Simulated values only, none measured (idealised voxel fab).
Process module in this document: voxel transistor to metal
cross-section cut | 210 nm wide | cells 5 nm
How to read a cross-section here: the picture is a grid of square cells, written as bands going from the top down, and any band can span one or more rows of cells.
For a band, the entry starts with two heights in nm, that of the top and then that of the bottom, and carries on with the band's materials in order from left to right, each alongside its width in nm; the word "full width" beside a single material means it fills the band edge to edge, and "empty" means empty space.
It should be noted that heights are counted from 0, beneath which the wafer as supplied is of one material throughout, and that the lowest band possesses no lower boundary but continues downward, as written in "from 0 down".
Note: "30 to 40" means the width goes from the first number (top row of the band) to the second number (bottom row) in equal steps per row of cells.
For the purposes of this document, the phrase "nothing got changed" attached to a step denotes that no cell within the cross-section was modified by that step.
Closed empty spaces (no open way to the top) of 8 cells or more are what "Cavities, sealed" lists, each as width x height at distance from the left edge, nm for all three.
Step line, after settings: the simulator's comment on this step.
When a step includes a mask, the "overlay nm" setting on its line states how far to the right of its planned place that mask lay, and negative values state how far to the left.
# This section lists the process steps that were planned
| 1 | RECEIVE: material Si |
| 2 | OXIDIZE: depth nm 5 |
| 3 | CONFORMAL_DEP: material SiN, thk nm 10 |
| 4 | PATTERN: tone cover, mask id ACTIVE, material resist, width nm 95, thk nm 15, overlay nm 0 |
| 5 | DIRECTIONAL_ETCH: etch materials SiN, depth nm 10 |
| 6 | DIRECTIONAL_ETCH: etch materials SiO2, depth nm 5 |
| 7 | DIRECTIONAL_ETCH: etch materials Si, depth nm 35 |
| 8 | STRIP: etch materials resist |
| 9 | OXIDIZE: depth nm 5 |
| 10 | FILL_DEP: material SiO2, thk nm 5 |
| 11 | CMP: height nm 10 |
| 12 | SELECTIVE_ETCH: etch materials SiO2, depth nm 10 |
| 13 | STRIP: etch materials SiN |
| 14 | SELECTIVE_ETCH: etch materials SiO2, depth nm 5 |
| 15 | OXIDIZE: depth nm 5 |
| 16 | DIRECTIONAL_DEP: material polySi, thk nm 25 |
| 17 | DIRECTIONAL_DEP: material SiCN, thk nm 10 |
| 18 | MASKED_ETCH: tone cover, mask id GATE, width nm 15, etch materials SiCN, depth nm 20, overlay nm 0 |
| 19 | MASKED_ETCH: tone cover, mask id GATE, width nm 15, etch materials polySi, depth nm 35, overlay nm 0 |
| 20 | CONFORMAL_DEP: material SiN, thk nm 10 |
| 21 | DIRECTIONAL_ETCH: etch materials SiN, depth nm 10 |
| 22 | DIRECTIONAL_ETCH: etch materials SiO2, depth nm 5 |
| 23 | DIRECTIONAL_ETCH: etch materials Si, depth nm 10 |
| 24 | EPI: material nSi, thk nm 15 |
| 25 | FILL_DEP: material SiO2, thk nm 5 |
| 26 | CMP: height nm 30 |
| 27 | DIRECTIONAL_DEP: material SiO2, thk nm 15 |
| 28 | MASKED_ETCH: tone open, mask id CONTACT, width nm 15, pitch nm 60, etch materials SiO2, depth nm 50, overlay nm 0 |
| 29 | CONFORMAL_DEP: material TiN, thk nm 5 |
| 30 | FILL_DEP: material W, thk nm 10 |
| 31 | CMP: height nm 45 |
| 32 | DIRECTIONAL_DEP: material TiN, thk nm 5 |
| 33 | DIRECTIONAL_DEP: material W, thk nm 25 |
| 34 | PATTERN: tone cover, mask id METAL_1, material resist, width nm 15, pitch nm 60, thk nm 15, overlay nm 0 |
| 35 | DIRECTIONAL_ETCH: etch materials W, depth nm 25 |
| 36 | DIRECTIONAL_ETCH: etch materials TiN, depth nm 5 |
| 37 | STRIP: etch materials resist |
| 38 | FILL_DEP: material lowk, thk nm 10 |
| 39 | CMP: height nm 75 |
| 40 | CONFORMAL_DEP: material SiN, thk nm 5 |
# Incoming wafer, cross-sectional view, post step 1
- from 0 down: Si full width
- Cavities, sealed: none
# Here's the wafer cut in cross-section after the module, started and planned just like above, except one thing was done wrong in the run
- from 80 to 75: SiN full width
- from 75 to 50: 65 lowk; 15 W; 45 lowk; 15 W; 70 lowk
- from 50 to 45: 65 lowk; 15 TiN; 45 lowk; 15 TiN; 70 lowk
- from 45 to 30: 65 SiO2; 5 TiN; 5 W; 5 TiN; 45 SiO2; 5 TiN; 5 W; 5 TiN; 70 SiO2
- from 30 to 20: 65 SiO2; 5 TiN; 5 W; 5 TiN; 5 SiO2; 10 SiN; 15 SiCN; 10 SiN; 5 SiO2; 5 TiN; 5 W; 5 TiN; 70 SiO2
- from 20 to 15: 65 SiO2; 5 TiN; 5 W; 5 TiN; 5 SiO2; 10 SiN; 15 polySi; 10 SiN; 5 SiO2; 5 TiN; 5 W; 5 TiN; 70 SiO2
- from 15 to 10: 65 SiO2; 15 TiN; 5 SiO2; 10 SiN; 15 polySi; 10 SiN; 5 SiO2; 15 TiN; 70 SiO2
- from 10 to 5: 85 SiO2; 10 SiN; 15 polySi; 10 SiN; 90 SiO2
- from 5 to -5: 70 SiO2; 15 nSi; 10 SiN; 15 polySi; 10 SiN; 15 nSi; 75 SiO2
- from -5 to -10: 55 SiO2; 30 nSi; 35 SiO2; 30 nSi; 60 SiO2
- from -10 to -20: 60 SiO2; 25 nSi; 35 Si; 25 nSi; 65 SiO2
- from -20 to -45: 60 SiO2; 85 Si; 65 SiO2
- from -45 down: Si full width
- Cavities, sealed: none
Nonconformance to the process plan: step 27 of the plan saw execution twice
